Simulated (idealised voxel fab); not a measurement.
Name of the process module below: voxel ribs on slabs
For reference, the cross-section in this document is cut, with width 285 nm and square cells of 5 nm.
Heads up, the way a cross-section reads in here is a grid of square cells, handed over as bands from the top down, with every band being one or more rows of cells. Band: top height; bottom height; in nm. Then, left to right: material with width in nm, for each material. "everywhere": a single material spanning edge to edge. "blank": empty space. Measure heights from 0. That's the level where, below it, the as-received wafer is all one material. The lowest band is bottomless and extends downward; write it as in "0 -> down". So if you see something like "30..40" for the width, read it as the top row of the band sitting at the first number and the bottom row at the second, with every row in between moving by the same amount as the last. A step reported as "no modification" is a step in which no cell of the cross-section changed. In "Sealed voids" the enclosed voids are listed, meaning empty spaces of 8 cells or larger without any opening to the top. The form is width x height at distance, distance from the left edge, units nm. Whatever follows a step's settings on its line is a remark the simulator itself makes about that step. "overlay nm" on a masked step: distance the mask lay right of its planned place, negative for left.
-- This section lists the process steps that were planned
- 1: RECEIVE | material Si
- 2: DIRECTIONAL_DEP | material SiO2 | thk nm 20
- 3: DIRECTIONAL_DEP | material polySi | thk nm 25
- 4: PATTERN | tone cover | mask id RIB | material resist | width nm 30 | thk nm 20 | overlay nm 0
- 5: DIRECTIONAL_ETCH | etch materials polySi | depth nm 5
- 6: STRIP | etch materials resist
- 7: PATTERN | tone cover | mask id SLAB | material resist | width nm 60 | thk nm 15 | overlay nm 0
- 8: DIRECTIONAL_ETCH | etch materials polySi | depth nm 20
- 9: STRIP | etch materials resist
- 10: FILL_DEP | material SiO2 | thk nm 30
- 11: CMP | height nm 65
- 12: DIRECTIONAL_DEP | material W | thk nm 10
- 13: PATTERN | tone cover | mask id HEATER | material resist | width nm 40 | thk nm 15 | overlay nm 0
- 14: DIRECTIONAL_ETCH | etch materials W | depth nm 10
- 15: STRIP | etch materials resist
- 16: CONFORMAL_DEP | material SiN | thk nm 5
-- Incoming wafer in cross-section (state: after step 1)
* 0 -> down | Si everywhere
* Sealed voids: none
-- First of two wafers at the end of the module, shown in cross-section; run carried out as planned
* 80 -> 75 | blank (115) | SiN (50) | blank (120)
* 75 -> 70 | blank (115) | SiN (5) | W (40) | SiN (5) | blank (120)
* 70 -> 65 | SiN (120) | W (40) | SiN (125)
* 65 -> 45 | SiO2 everywhere
* 45 -> 40 | SiO2 (125) | polySi (30) | SiO2 (130)
* 40 -> 20 | SiO2 (110) | polySi (60) | SiO2 (115)
* 20 -> 0 | SiO2 everywhere
* 0 -> down | Si everywhere
* Sealed voids: none
-- Module end: cross-section of wafer two of two. Same start and process plan as the first wafer. One mistake during execution
* 80 -> 75 | blank (115) | SiN (50) | blank (120)
* 75 -> 70 | blank (115) | SiN (5) | W (40) | SiN (5) | blank (120)
* 70 -> 65 | SiN (120) | W (40) | SiN (125)
* 65 -> 45 | SiO2 everywhere
* 45 -> 40 | SiO2 (110) | polySi (15) | SiO2 (30) | polySi (15) | SiO2 (115)
* 40 -> 25 | SiO2 (110) | polySi (60) | SiO2 (115)
* 25 -> 20 | polySi everywhere
* 20 -> 0 | SiO2 everywhere
* 0 -> down | Si everywhere
* Sealed voids: none
Heads up, the wafer didn't run the way we planned it: not per plan at step 4, really ran PATTERN | tone open | mask id RIB | material resist | width nm 30 | thk nm 20 | overlay nm 0
Materials where the second wafer ends with more or fewer cells than the first: -45 SiO2 | +45 polySi
